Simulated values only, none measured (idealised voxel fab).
Title: Process Module voxel quadruple lines
Pictured: cross-section cut, 265 nm wide, on a grid of 5 nm square cells.
How to read a cross-section here: the picture is a grid of square cells, written as bands going from the top down, and any band can span one or more rows of cells. Band entry format. Leading values: height of top, height of bottom, nm. Remainder: materials in left-to-right order, each with its width in nm. Special words: "edge to edge" on a single material, which then fills the band edge to edge; "air", empty space. Where do heights start? At 0: under that level the wafer as delivered is made of one material only. And the lowest band has no floor; it just carries on downward, as in "0..down". When a width is written as two numbers, as in "30 to 40", the first number is the width in the top row of cells of the band and the second is the width in its bottom row, and the width changes by the same amount from each row to the next. Take "remained the same" at face value: in the step it is given for, the cross-section changed in none of its cells. Closed-off voids of 8+ cells (no open route to the top) go in "Closed void list", written width x height at distance from the left edge, in nm. Step line, after settings: the simulator's comment on this step. The setting "overlay nm" may be written on the line of a step. When the step uses a mask, the value reports how far to the right of the planned place the mask lay, and a negative value reports that it lay to the left.

[Below is the list of planned process steps]
1: RECEIVE (material Si)
2: CONFORMAL_DEP (material SiO2; thk nm 10)
3: DIRECTIONAL_DEP (material Ru; thk nm 15)
4: DIRECTIONAL_DEP (material polySi; thk nm 20)
5: DIRECTIONAL_DEP (material aC; thk nm 25)
6: PATTERN (tone cover; mask id MANDREL; material resist; width nm 25; thk nm 35; overlay nm 0)
7: DIRECTIONAL_ETCH (etch materials aC; depth nm 25)
8: STRIP (etch materials resist)
9: CONFORMAL_DEP (material SiO2; thk nm 15)
10: DIRECTIONAL_ETCH (etch materials SiO2; depth nm 15)
11: STRIP (etch materials aC)
12: DIRECTIONAL_ETCH (etch materials polySi; depth nm 20)
13: STRIP (etch materials SiO2)
14: CONFORMAL_DEP (material SiN; thk nm 5)
15: DIRECTIONAL_ETCH (etch materials SiN; depth nm 5)
16: STRIP (etch materials polySi)
17: DIRECTIONAL_ETCH (etch materials Ru; depth nm 15)
18: STRIP (etch materials SiN)

[Incoming wafer in cross-section (state: after step 1)]
> 0..down | Si edge to edge
> Closed void list: none

[a wafer at the end: this start, this plan, one mistake]
> 25..10 | 105 nm air, then 5 nm Ru, then 15 nm air, then 5 nm Ru, then 15 nm air, then 5 nm Ru, then 15 nm air, then 5 nm Ru, then 95 nm air
> 10..0 | SiO2 edge to edge
> 0..down | Si edge to edge
> Closed void list: none
Processing error: step 6 did not use the planned setting and instead ran as PATTERN (tone cover; mask id MANDREL; material resist; width nm 25; thk nm 35; overlay nm 5)
